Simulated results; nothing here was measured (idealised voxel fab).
This section sets out a process module, namely voxel self aligned contacts.
It is cross-section cut that appears here, measuring 160 nm in width, its square cells being 5 nm in size.
Cross-section = grid of square cells, listed top down in bands; band = one or more rows. Band: top height; bottom height; in nm. Then, left to right: material with width in nm, for each material. "edge to edge": a single material spanning edge to edge. "air": empty space. Height reference: 0 = level under which incoming wafer is all one material. Lowest band: no bottom, runs on downward, e.g. "0..down". Per-row width for "30 to 40": begins at first number (top row of band), ends at second number (bottom row), increment between rows held constant. "same as before", as given for a step, is the statement that not any cell of the cross-section underwent a change during that step. "Closed voids list": sealed empty spaces, 8 cells or more, no open way to top, listed width x height at distance, with distance from the left edge and width, height and distance in nm. Where a step's line continues beyond its settings, the continuation is a remark by the simulator itself on that step. "overlay nm" on a masked step: distance the mask lay right of its planned place, negative for left.

The planned process steps are enumerated hereunder
1: RECEIVE | material Si
2: CONFORMAL_DEP | material SiO2 | thk nm 5
3: DIRECTIONAL_DEP | material polySi | thk nm 30
4: DIRECTIONAL_DEP | material SiN | thk nm 20
5: MASKED_ETCH | tone cover | mask id GATE | width nm 30 | pitch nm 60 | etch materials SiN | depth nm 20 | overlay nm 0
6: MASKED_ETCH | tone cover | mask id GATE | width nm 30 | pitch nm 60 | etch materials polySi | depth nm 30 | overlay nm 0
7: CONFORMAL_DEP | material SiN | thk nm 5
8: DIRECTIONAL_ETCH | etch materials SiN | depth nm 5
9: FILL_DEP | material SiO2 | thk nm 20
10: CMP | height nm 65
11: DIRECTIONAL_DEP | material aC | thk nm 10
12: PATTERN | tone open | mask id CONTACT | material resist | width nm 30 | thk nm 25 | overlay nm 0
13: DIRECTIONAL_ETCH | etch materials aC | depth nm 10
14: STRIP | etch materials resist
15: DIRECTIONAL_ETCH | etch materials SiO2 | depth nm 65
16: STRIP | etch materials aC
17: CONFORMAL_DEP | material TiN | thk nm 5
18: FILL_DEP | material Ru | thk nm 5
19: CMP | height nm 65
20: CONFORMAL_DEP | material SiCN | thk nm 5
Among the wafers covered here, the point of difference is the width nm at step 12; their starting state is shared, and the plan presents the value of the first wafer.

This is how the first of several wafers looked in cross-section when it arrived, which is after step 1
0..down = Si edge to edge
Closed voids list: none

Every row in this table is a wafer at the end of the module, and it gives, for each of the materials, the cells that wafer has gained (+) or lost (-) since it was received, then its closed voids
width nm 30 | +26 Ru | +32 SiCN | +88 SiN | +200 SiO2 | +30 TiN | +72 polySi | Closed voids list: none
width nm 35 | +27 Ru | +32 SiCN | +88 SiN | +198 SiO2 | +31 TiN | +72 polySi | Closed voids list: none
width nm 40 | +28 Ru | +32 SiCN | +88 SiN | +196 SiO2 | +32 TiN | +72 polySi | Closed voids list: none
width nm 45 | +29 Ru | +32 SiCN | +88 SiN | +194 SiO2 | +33 TiN | +72 polySi | Closed voids list: none
width nm 50 | +30 Ru | +32 SiCN | +88 SiN | +192 SiO2 | +34 TiN | +72 polySi | Closed voids list: none
width nm 55 | +31 Ru | +32 SiCN | +88 SiN | +190 SiO2 | +35 TiN | +72 polySi | Closed voids list: none
